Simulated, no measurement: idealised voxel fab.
process module | voxel wiring stack
cross-section cut | 300 nm wide | cells 5 nm
A cross-section is a grid of square cells, given in bands from the top down. A band is one or more rows of cells.
Each band's line starts with the height of the band's top and of its bottom, in nm. Then come its materials from left to right, each with its width in nm. One material with "throughout" fills the band from edge to edge. "air" is empty space.
Height 0 is the level under which the wafer as received is all one material. The lowest band goes on downwards, as in "0 down".
A width such as "30 to 40" changes by the same amount from each row of cells to the next, from the band's top row to its bottom row.
"no change" after a step means that no cell of the cross-section changed.
closed voids: empty space of 8 cells or more with no open way to the top, each as width x height at its distance from the left edge, in nm
after a step's settings: what the simulator itself notes on the step
overlay nm, on a step with a mask: how far to the right of its planned place the mask lay; to the left if negative
plan
1 op RECEIVE | material Si
2 op CONFORMAL_DEP | material SiO2 | thk nm 15
3 op DIRECTIONAL_DEP | material TiN | thk nm 5
4 op DIRECTIONAL_DEP | material W | thk nm 15
5 op PATTERN | tone cover | mask id METAL_1 | material resist | width nm 25 | pitch nm 55 | thk nm 20 | overlay nm 0
6 op DIRECTIONAL_ETCH | etch materials W | depth nm 15
7 op DIRECTIONAL_ETCH | etch materials TiN | depth nm 5
8 op STRIP | etch materials resist
9 op CONFORMAL_DEP | material SiCN | thk nm 5
10 op FILL_DEP | material lowk | thk nm 10
11 op CMP | height nm 35
12 op CONFORMAL_DEP | material SiCN | thk nm 5
13 op DIRECTIONAL_DEP | material lowk | thk nm 10
14 op DIRECTIONAL_DEP | material aC | thk nm 10
15 op PATTERN | tone open | mask id PLUG_1 | material resist | width nm 15 | thk nm 25 | overlay nm 0
16 op DIRECTIONAL_ETCH | etch materials aC | depth nm 10
17 op STRIP | etch materials resist
18 op DIRECTIONAL_ETCH | etch materials lowk | depth nm 10
19 op DIRECTIONAL_ETCH | etch materials SiCN | depth nm 5
20 op STRIP | etch materials aC
21 op CONFORMAL_DEP | material TiN | thk nm 5
22 op FILL_DEP | material Cu | thk nm 5
23 op CMP | height nm 50
24 op CONFORMAL_DEP | material SiCN | thk nm 5
25 op DIRECTIONAL_DEP | material lowk | thk nm 15
26 op MASKED_ETCH | tone open | mask id METAL_2 | width nm 25 | pitch nm 55 | etch materials lowk | depth nm 15 | overlay nm 0
27 op MASKED_ETCH | tone open | mask id METAL_2 | width nm 25 | pitch nm 55 | etch materials SiCN | depth nm 5 | overlay nm 0
28 op CONFORMAL_DEP | material TiN | thk nm 5
29 op FILL_DEP | material Cu | thk nm 5
30 op CMP | height nm 70
31 op CONFORMAL_DEP | material SiCN | thk nm 5
32 op DIRECTIONAL_DEP | material lowk | thk nm 15
33 op PATTERN | tone open | mask id PLUG_2 | material resist | width nm 15 | thk nm 15 | overlay nm 0
34 op DIRECTIONAL_ETCH | etch materials lowk | depth nm 15
35 op DIRECTIONAL_ETCH | etch materials SiCN | depth nm 5
36 op STRIP | etch materials resist
37 op CONFORMAL_DEP | material TiN | thk nm 5
38 op FILL_DEP | material Cu | thk nm 5
39 op CMP | height nm 90
40 op DIRECTIONAL_DEP | material TiN | thk nm 5
41 op DIRECTIONAL_DEP | material Ru | thk nm 20
42 op MASKED_ETCH | tone cover | mask id METAL_3 | width nm 25 | pitch nm 55 | etch materials Ru | depth nm 20 | overlay nm 0
43 op MASKED_ETCH | tone cover | mask id METAL_3 | width nm 25 | pitch nm 55 | etch materials TiN | depth nm 5 | overlay nm 0
44 op CONFORMAL_DEP | material SiCN | thk nm 5
45 op FILL_DEP | material SiO2 | thk nm 5
46 op CMP | height nm 115
47 op CONFORMAL_DEP | material SiCN | thk nm 5
48 op DIRECTIONAL_DEP | material lowk | thk nm 30
49 op PATTERN | tone open | mask id METAL_4_HOLES | material resist | width nm 15 | pitch nm 55 | thk nm 20 | overlay nm 0
50 op DIRECTIONAL_ETCH | etch materials lowk | depth nm 30
51 op STRIP | etch materials resist
52 op PATTERN | tone open | mask id METAL_4 | material resist | width nm 25 | pitch nm 55 | thk nm 15 | overlay nm 0
53 op DIRECTIONAL_ETCH | etch materials lowk | depth nm 15
54 op DIRECTIONAL_ETCH | etch materials SiCN | depth nm 5
55 op STRIP | etch materials resist
56 op CONFORMAL_DEP | material TiN | thk nm 5
57 op FILL_DEP | material Cu | thk nm 10
58 op CMP | height nm 150
59 op CONFORMAL_DEP | material SiN | thk nm 5
first wafer, as planned
as received, after step 1
  0 down: Si throughout
  closed voids: none
after step 2
  15 to 0: SiO2 throughout
  below 0: unchanged
after step 3
  20 to 15: TiN throughout
  below 15: unchanged
after step 4
  35 to 20: W throughout
  below 20: unchanged
after step 5
  55 to 35: air 110 | resist 25 | air 30 | resist 25 | air 110
  below 35: unchanged
after step 6
  55 to 35: air 110 | resist 25 | air 30 | resist 25 | air 110
  35 to 20: air 110 | W 25 | air 30 | W 25 | air 110
  below 20: unchanged
after step 7
  55 to 35: air 110 | resist 25 | air 30 | resist 25 | air 110
  35 to 20: air 110 | W 25 | air 30 | W 25 | air 110
  20 to 15: air 110 | TiN 25 | air 30 | TiN 25 | air 110
  below 15: unchanged
after step 8
  35 to 20: air 110 | W 25 | air 30 | W 25 | air 110
  below 20: unchanged
after step 9
  40 to 35: air 105 | SiCN 35 | air 20 | SiCN 35 | air 105
  35 to 20: air 105 | SiCN 5 | W 25 | SiCN 5 | air 20 | SiCN 5 | W 25 | SiCN 5 | air 105
  20 to 15: SiCN 110 | TiN 25 | SiCN 30 | TiN 25 | SiCN 110
  below 15: unchanged
after step 10
  50 to 40: lowk throughout
  40 to 35: lowk 105 | SiCN 35 | lowk 20 | SiCN 35 | lowk 105
  35 to 20: lowk 105 | SiCN 5 | W 25 | SiCN 5 | lowk 20 | SiCN 5 | W 25 | SiCN 5 | lowk 105
  below 20: unchanged
after step 11
  35 to 20: lowk 105 | SiCN 5 | W 25 | SiCN 5 | lowk 20 | SiCN 5 | W 25 | SiCN 5 | lowk 105
  below 20: unchanged
after step 12
  40 to 35: SiCN throughout
  below 35: unchanged
after step 13
  50 to 40: lowk throughout
  below 40: unchanged
after step 14
  60 to 50: aC throughout
  below 50: unchanged
after step 15
  85 to 60: resist 110 | air 15 | resist 175
  below 60: unchanged
after step 16
  75 to 60: resist 110 | air 15 | resist 175
  60 to 50: aC 110 | air 15 | aC 175
  below 50: unchanged
after step 17
  60 to 50: aC 110 | air 15 | aC 175
  below 50: unchanged
after step 18
  60 to 50: aC 110 | air 15 | aC 175
  50 to 40: lowk 110 | air 15 | lowk 175
  below 40: unchanged
after step 19
  60 to 50: aC 110 | air 15 | aC 175
  50 to 40: lowk 110 | air 15 | lowk 175
  40 to 35: SiCN 110 | air 15 | SiCN 175
  below 35: unchanged
after step 20
  50 to 40: lowk 110 | air 15 | lowk 175
  below 40: unchanged
after step 21
  55 to 50: TiN 115 | air 5 | TiN 180
  50 to 40: lowk 110 | TiN 5 | air 5 | TiN 5 | lowk 175
  40 to 35: SiCN 110 | TiN 15 | SiCN 175
  below 35: unchanged
after step 22
  60 to 55: Cu throughout
  55 to 50: TiN 115 | Cu 5 | TiN 180
  50 to 40: lowk 110 | TiN 5 | Cu 5 | TiN 5 | lowk 175
  below 40: unchanged
after step 23
  50 to 40: lowk 110 | TiN 5 | Cu 5 | TiN 5 | lowk 175
  below 40: unchanged
after step 24
  55 to 50: SiCN throughout
  below 50: unchanged
after step 25
  70 to 55: lowk throughout
  below 55: unchanged
after step 26
  70 to 55: lowk 110 | air 25 | lowk 30 | air 25 | lowk 110
  below 55: unchanged
after step 27
  70 to 55: lowk 110 | air 25 | lowk 30 | air 25 | lowk 110
  55 to 50: SiCN 110 | air 25 | SiCN 30 | air 25 | SiCN 110
  below 50: unchanged
after step 28
  75 to 70: TiN 115 | air 15 | TiN 40 | air 15 | TiN 115
  70 to 55: lowk 110 | TiN 5 | air 15 | TiN 5 | lowk 30 | TiN 5 | air 15 | TiN 5 | lowk 110
  55 to 50: SiCN 110 | TiN 25 | SiCN 30 | TiN 25 | SiCN 110
  below 50: unchanged
after step 29
  80 to 75: Cu throughout
  75 to 70: TiN 115 | Cu 15 | TiN 40 | Cu 15 | TiN 115
  70 to 55: lowk 110 | TiN 5 | Cu 15 | TiN 5 | lowk 30 | TiN 5 | Cu 15 | TiN 5 | lowk 110
  below 55: unchanged
after step 30
  70 to 55: lowk 110 | TiN 5 | Cu 15 | TiN 5 | lowk 30 | TiN 5 | Cu 15 | TiN 5 | lowk 110
  below 55: unchanged
after step 31
  75 to 70: SiCN throughout
  below 70: unchanged
after step 32
  90 to 75: lowk throughout
  below 75: unchanged
after step 33
  105 to 90: resist 110 | air 15 | resist 175
  below 90: unchanged
after step 34
  105 to 90: resist 110 | air 15 | resist 175
  90 to 75: lowk 110 | air 15 | lowk 175
  below 75: unchanged
after step 35
  105 to 90: resist 110 | air 15 | resist 175
  90 to 75: lowk 110 | air 15 | lowk 175
  75 to 70: SiCN 110 | air 15 | SiCN 175
  below 70: unchanged
after step 36
  90 to 75: lowk 110 | air 15 | lowk 175
  below 75: unchanged
after step 37
  95 to 90: TiN 115 | air 5 | TiN 180
  90 to 75: lowk 110 | TiN 5 | air 5 | TiN 5 | lowk 175
  75 to 70: SiCN 110 | TiN 15 | SiCN 175
  below 70: unchanged
after step 38
  100 to 95: Cu throughout
  95 to 90: TiN 115 | Cu 5 | TiN 180
  90 to 75: lowk 110 | TiN 5 | Cu 5 | TiN 5 | lowk 175
  below 75: unchanged
after step 39
  90 to 75: lowk 110 | TiN 5 | Cu 5 | TiN 5 | lowk 175
  below 75: unchanged
after step 40
  95 to 90: TiN throughout
  below 90: unchanged
after step 41
  115 to 95: Ru throughout
  below 95: unchanged
after step 42
  115 to 95: air 110 | Ru 25 | air 30 | Ru 25 | air 110
  below 95: unchanged
after step 43
  115 to 95: air 110 | Ru 25 | air 30 | Ru 25 | air 110
  95 to 90: air 110 | TiN 25 | air 30 | TiN 25 | air 110
  below 90: unchanged
after step 44
  120 to 115: air 105 | SiCN 35 | air 20 | SiCN 35 | air 105
  115 to 95: air 105 | SiCN 5 | Ru 25 | SiCN 5 | air 20 | SiCN 5 | Ru 25 | SiCN 5 | air 105
  95 to 90: SiCN 110 | TiN 25 | SiCN 30 | TiN 25 | SiCN 110
  below 90: unchanged
after step 45
  125 to 120: SiO2 throughout
  120 to 115: SiO2 105 | SiCN 35 | SiO2 20 | SiCN 35 | SiO2 105
  115 to 95: SiO2 105 | SiCN 5 | Ru 25 | SiCN 5 | SiO2 20 | SiCN 5 | Ru 25 | SiCN 5 | SiO2 105
  below 95: unchanged
after step 46
  115 to 95: SiO2 105 | SiCN 5 | Ru 25 | SiCN 5 | SiO2 20 | SiCN 5 | Ru 25 | SiCN 5 | SiO2 105
  below 95: unchanged
after step 47
  120 to 115: SiCN throughout
  below 115: unchanged
after step 48
  150 to 120: lowk throughout
  below 120: unchanged
after step 49
  170 to 150: resist 110 | air 15 | resist 40 | air 15 | resist 120
  below 150: unchanged
after step 50
  170 to 150: resist 110 | air 15 | resist 40 | air 15 | resist 120
  150 to 120: lowk 110 | air 15 | lowk 40 | air 15 | lowk 120
  below 120: unchanged
after step 51
  150 to 120: lowk 110 | air 15 | lowk 40 | air 15 | lowk 120
  below 120: unchanged
after step 52
  165 to 150: resist 110 | air 25 | resist 30 | air 25 | resist 110
  below 150: unchanged
after step 53
  165 to 150: resist 110 | air 25 | resist 30 | air 25 | resist 110
  150 to 135: lowk 110 | air 25 | lowk 30 | air 25 | lowk 110
  below 135: unchanged
after step 54
  165 to 150: resist 110 | air 25 | resist 30 | air 25 | resist 110
  150 to 135: lowk 110 | air 25 | lowk 30 | air 25 | lowk 110
  135 to 120: lowk 110 | air 15 | lowk 40 | air 15 | lowk 120
  120 to 115: SiCN 110 | air 15 | SiCN 40 | air 15 | SiCN 120
  below 115: unchanged
after step 55
  150 to 135: lowk 110 | air 25 | lowk 30 | air 25 | lowk 110
  below 135: unchanged
after step 56
  155 to 150: TiN 115 | air 15 | TiN 40 | air 15 | TiN 115
  150 to 140: lowk 110 | TiN 5 | air 15 | TiN 5 | lowk 30 | TiN 5 | air 15 | TiN 5 | lowk 110
  140 to 135: lowk 110 | TiN 5 | air 5 | TiN 15 | lowk 30 | TiN 5 | air 5 | TiN 15 | lowk 110
  135 to 120: lowk 110 | TiN 5 | air 5 | TiN 5 | lowk 40 | TiN 5 | air 5 | TiN 5 | lowk 120
  120 to 115: SiCN 110 | TiN 15 | SiCN 40 | TiN 15 | SiCN 120
  below 115: unchanged
after step 57
  165 to 155: Cu throughout
  155 to 150: TiN 115 | Cu 15 | TiN 40 | Cu 15 | TiN 115
  150 to 140: lowk 110 | TiN 5 | Cu 15 | TiN 5 | lowk 30 | TiN 5 | Cu 15 | TiN 5 | lowk 110
  140 to 135: lowk 110 | TiN 5 | Cu 5 | TiN 15 | lowk 30 | TiN 5 | Cu 5 | TiN 15 | lowk 110
  135 to 120: lowk 110 | TiN 5 | Cu 5 | TiN 5 | lowk 40 | TiN 5 | Cu 5 | TiN 5 | lowk 120
  below 120: unchanged
after step 58
  150 to 140: lowk 110 | TiN 5 | Cu 15 | TiN 5 | lowk 30 | TiN 5 | Cu 15 | TiN 5 | lowk 110
  below 140: unchanged
after step 59
  155 to 150: SiN throughout
  below 150: unchanged
second wafer: like start, like plan, one mistake. Through step 14 it matches the first wafer
when step 15 should have ended
  85 to 60: resist 110 | air 20 | resist 170
  below 60: unchanged
when step 16 should have ended
  75 to 60: resist 110 | air 20 | resist 170
  60 to 50: aC 110 | air 20 | aC 170
  below 50: unchanged
when step 17 should have ended
  60 to 50: aC 110 | air 20 | aC 170
  below 50: unchanged
when step 18 should have ended
  60 to 50: aC 110 | air 20 | aC 170
  50 to 40: lowk 110 | air 20 | lowk 170
  below 40: unchanged
when step 19 should have ended
  60 to 50: aC 110 | air 20 | aC 170
  50 to 40: lowk 110 | air 20 | lowk 170
  40 to 35: SiCN 110 | air 20 | SiCN 170
  below 35: unchanged
when step 20 should have ended
  50 to 40: lowk 110 | air 20 | lowk 170
  below 40: unchanged
when step 21 should have ended
  55 to 50: TiN 115 | air 10 | TiN 175
  50 to 40: lowk 110 | TiN 5 | air 10 | TiN 5 | lowk 170
  40 to 35: SiCN 110 | TiN 20 | SiCN 170
  below 35: unchanged
when step 22 should have ended
  60 to 55: Cu throughout
  55 to 50: TiN 115 | Cu 10 | TiN 175
  50 to 40: lowk 110 | TiN 5 | Cu 10 | TiN 5 | lowk 170
  below 40: unchanged
when step 23 should have ended
  50 to 40: lowk 110 | TiN 5 | Cu 10 | TiN 5 | lowk 170
  below 40: unchanged
when step 24 should have ended
  55 to 50: SiCN throughout
  below 50: unchanged
when step 25 should have ended
  70 to 55: lowk throughout
  below 55: unchanged
when step 26 should have ended
  70 to 55: lowk 110 | air 25 | lowk 30 | air 25 | lowk 110
  below 55: unchanged
when step 27 should have ended
  70 to 55: lowk 110 | air 25 | lowk 30 | air 25 | lowk 110
  55 to 50: SiCN 110 | air 25 | SiCN 30 | air 25 | SiCN 110
  below 50: unchanged
when step 28 should have ended
  75 to 70: TiN 115 | air 15 | TiN 40 | air 15 | TiN 115
  70 to 55: lowk 110 | TiN 5 | air 15 | TiN 5 | lowk 30 | TiN 5 | air 15 | TiN 5 | lowk 110
  55 to 50: SiCN 110 | TiN 25 | SiCN 30 | TiN 25 | SiCN 110
  below 50: unchanged
when step 29 should have ended
  80 to 75: Cu throughout
  75 to 70: TiN 115 | Cu 15 | TiN 40 | Cu 15 | TiN 115
  70 to 55: lowk 110 | TiN 5 | Cu 15 | TiN 5 | lowk 30 | TiN 5 | Cu 15 | TiN 5 | lowk 110
  below 55: unchanged
when step 30 should have ended
  70 to 55: lowk 110 | TiN 5 | Cu 15 | TiN 5 | lowk 30 | TiN 5 | Cu 15 | TiN 5 | lowk 110
  below 55: unchanged
when step 31 should have ended
  75 to 70: SiCN throughout
  below 70: unchanged
when step 32 should have ended
  90 to 75: lowk throughout
  below 75: unchanged
when step 33 should have ended
  105 to 90: resist 110 | air 15 | resist 175
  below 90: unchanged
when step 34 should have ended
  105 to 90: resist 110 | air 15 | resist 175
  90 to 75: lowk 110 | air 15 | lowk 175
  below 75: unchanged
when step 35 should have ended
  105 to 90: resist 110 | air 15 | resist 175
  90 to 75: lowk 110 | air 15 | lowk 175
  75 to 70: SiCN 110 | air 15 | SiCN 175
  below 70: unchanged
when step 36 should have ended
  90 to 75: lowk 110 | air 15 | lowk 175
  below 75: unchanged
when step 37 should have ended
  95 to 90: TiN 115 | air 5 | TiN 180
  90 to 75: lowk 110 | TiN 5 | air 5 | TiN 5 | lowk 175
  75 to 70: SiCN 110 | TiN 15 | SiCN 175
  below 70: unchanged
when step 38 should have ended
  100 to 95: Cu throughout
  95 to 90: TiN 115 | Cu 5 | TiN 180
  90 to 75: lowk 110 | TiN 5 | Cu 5 | TiN 5 | lowk 175
  below 75: unchanged
when step 39 should have ended
  90 to 75: lowk 110 | TiN 5 | Cu 5 | TiN 5 | lowk 175
  below 75: unchanged
when step 40 should have ended
  95 to 90: TiN throughout
  below 90: unchanged
when step 41 should have ended
  115 to 95: Ru throughout
  below 95: unchanged
when step 42 should have ended
  115 to 95: air 110 | Ru 25 | air 30 | Ru 25 | air 110
  below 95: unchanged
when step 43 should have ended
  115 to 95: air 110 | Ru 25 | air 30 | Ru 25 | air 110
  95 to 90: air 110 | TiN 25 | air 30 | TiN 25 | air 110
  below 90: unchanged
when step 44 should have ended
  120 to 115: air 105 | SiCN 35 | air 20 | SiCN 35 | air 105
  115 to 95: air 105 | SiCN 5 | Ru 25 | SiCN 5 | air 20 | SiCN 5 | Ru 25 | SiCN 5 | air 105
  95 to 90: SiCN 110 | TiN 25 | SiCN 30 | TiN 25 | SiCN 110
  below 90: unchanged
when step 45 should have ended
  125 to 120: SiO2 throughout
  120 to 115: SiO2 105 | SiCN 35 | SiO2 20 | SiCN 35 | SiO2 105
  115 to 95: SiO2 105 | SiCN 5 | Ru 25 | SiCN 5 | SiO2 20 | SiCN 5 | Ru 25 | SiCN 5 | SiO2 105
  below 95: unchanged
when step 46 should have ended
  115 to 95: SiO2 105 | SiCN 5 | Ru 25 | SiCN 5 | SiO2 20 | SiCN 5 | Ru 25 | SiCN 5 | SiO2 105
  below 95: unchanged
when step 47 should have ended
  120 to 115: SiCN throughout
  below 115: unchanged
when step 48 should have ended
  150 to 120: lowk throughout
  below 120: unchanged
when step 49 should have ended
  170 to 150: resist 110 | air 15 | resist 40 | air 15 | resist 120
  below 150: unchanged
when step 50 should have ended
  170 to 150: resist 110 | air 15 | resist 40 | air 15 | resist 120
  150 to 120: lowk 110 | air 15 | lowk 40 | air 15 | lowk 120
  below 120: unchanged
when step 51 should have ended
  150 to 120: lowk 110 | air 15 | lowk 40 | air 15 | lowk 120
  below 120: unchanged
when step 52 should have ended
  165 to 150: resist 110 | air 25 | resist 30 | air 25 | resist 110
  below 150: unchanged
when step 53 should have ended
  165 to 150: resist 110 | air 25 | resist 30 | air 25 | resist 110
  150 to 135: lowk 110 | air 25 | lowk 30 | air 25 | lowk 110
  below 135: unchanged
when step 54 should have ended
  165 to 150: resist 110 | air 25 | resist 30 | air 25 | resist 110
  150 to 135: lowk 110 | air 25 | lowk 30 | air 25 | lowk 110
  135 to 120: lowk 110 | air 15 | lowk 40 | air 15 | lowk 120
  120 to 115: SiCN 110 | air 15 | SiCN 40 | air 15 | SiCN 120
  below 115: unchanged
when step 55 should have ended
  150 to 135: lowk 110 | air 25 | lowk 30 | air 25 | lowk 110
  below 135: unchanged
when step 56 should have ended
  155 to 150: TiN 115 | air 15 | TiN 40 | air 15 | TiN 115
  150 to 140: lowk 110 | TiN 5 | air 15 | TiN 5 | lowk 30 | TiN 5 | air 15 | TiN 5 | lowk 110
  140 to 135: lowk 110 | TiN 5 | air 5 | TiN 15 | lowk 30 | TiN 5 | air 5 | TiN 15 | lowk 110
  135 to 120: lowk 110 | TiN 5 | air 5 | TiN 5 | lowk 40 | TiN 5 | air 5 | TiN 5 | lowk 120
  120 to 115: SiCN 110 | TiN 15 | SiCN 40 | TiN 15 | SiCN 120
  below 115: unchanged
when step 57 should have ended
  165 to 155: Cu throughout
  155 to 150: TiN 115 | Cu 15 | TiN 40 | Cu 15 | TiN 115
  150 to 140: lowk 110 | TiN 5 | Cu 15 | TiN 5 | lowk 30 | TiN 5 | Cu 15 | TiN 5 | lowk 110
  140 to 135: lowk 110 | TiN 5 | Cu 5 | TiN 15 | lowk 30 | TiN 5 | Cu 5 | TiN 15 | lowk 110
  135 to 120: lowk 110 | TiN 5 | Cu 5 | TiN 5 | lowk 40 | TiN 5 | Cu 5 | TiN 5 | lowk 120
  below 120: unchanged
when step 58 should have ended
  150 to 140: lowk 110 | TiN 5 | Cu 15 | TiN 5 | lowk 30 | TiN 5 | Cu 15 | TiN 5 | lowk 110
  below 140: unchanged
when step 59 should have ended
  155 to 150: SiN throughout
  below 150: unchanged
what went wrong: step 15 ran as: op PATTERN | tone open | mask id PLUG_1 | material resist | width nm 20 | thk nm 25 | overlay nm 0
at the end the second wafer has, in cells: 2 more of Cu | 1 fewer of SiCN | 1 more of TiN | 2 fewer of lowk
